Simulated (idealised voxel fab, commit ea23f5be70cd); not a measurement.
process module | voxel self aligned contacts
cross-section cut | 215 nm wide | cells 5 nm
A cross-section is a grid of square cells, given in bands from the top down. A band is one or more rows of cells.
Each band's line starts with the height of the band's top and of its bottom, in nm. Then come its materials from left to right, each with its width in nm. One material with "throughout" fills the band from edge to edge. "air" is empty space.
Height 0 is the level under which the wafer as received is all one material. The lowest band goes on downwards, as in "0 down".
A width such as "30 to 40" changes by the same amount from each row of cells to the next, from the band's top row to its bottom row.
"no change" after a step means that no cell of the cross-section changed.
closed voids: empty space of 8 cells or more with no open way to the top, each as width x height at its distance from the left edge, in nm
after a step's settings: what the simulator itself notes on the step
overlay nm, on a step with a mask: how far to the right of its planned place the mask lay; to the left if negative
plan
1 op RECEIVE | material Si
2 op OXIDIZE | depth nm 5
3 op DIRECTIONAL_DEP | material polySi | thk nm 25
4 op DIRECTIONAL_DEP | material SiN | thk nm 15
5 op PATTERN | tone cover | mask id GATE | material resist | width nm 35 | pitch nm 65 | thk nm 20 | overlay nm 0
6 op DIRECTIONAL_ETCH | etch materials SiN | depth nm 15
7 op DIRECTIONAL_ETCH | etch materials polySi | depth nm 25
8 op STRIP | etch materials resist
9 op CONFORMAL_DEP | material SiN | thk nm 5
10 op DIRECTIONAL_ETCH | etch materials SiN | depth nm 5
11 op FILL_DEP | material SiO2 | thk nm 15
12 op CMP | height nm 45
13 op MASKED_ETCH | tone open | mask id CONTACT | width nm 40 | etch materials SiO2 | depth nm 50 | overlay nm -15
14 op CONFORMAL_DEP | material TiN | thk nm 5
15 op FILL_DEP | material Ru | thk nm 10
16 op CMP | height nm 45
17 op CONFORMAL_DEP | material SiCN | thk nm 5
varied across the wafers: overlay nm of step 13. The plan shows the first wafer's value. All wafers start alike
first wafer as received, after step 1
  0 down: Si throughout
  closed voids: none
each wafer at the end: cells of each material gained (+) or lost (-) since it was received, then its closed voids
overlay nm -15 | +9 Ru | -43 Si | +43 SiCN | +74 SiN | +251 SiO2 | +26 TiN | +70 polySi | closed voids: none
overlay nm -10 | +18 Ru | -43 Si | +43 SiCN | +74 SiN | +242 SiO2 | +26 TiN | +70 polySi | closed voids: none
overlay nm -5 | +18 Ru | -43 Si | +43 SiCN | +74 SiN | +242 SiO2 | +26 TiN | +70 polySi | closed voids: none
overlay nm 0 | +18 Ru | -43 Si | +43 SiCN | +74 SiN | +242 SiO2 | +26 TiN | +70 polySi | closed voids: none
overlay nm 5 | +18 Ru | -43 Si | +43 SiCN | +74 SiN | +242 SiO2 | +26 TiN | +70 polySi | closed voids: none
overlay nm 10 | +18 Ru | -43 Si | +43 SiCN | +74 SiN | +242 SiO2 | +26 TiN | +70 polySi | closed voids: none
overlay nm 15 | +9 Ru | -43 Si | +43 SiCN | +74 SiN | +251 SiO2 | +26 TiN | +70 polySi | closed voids: none
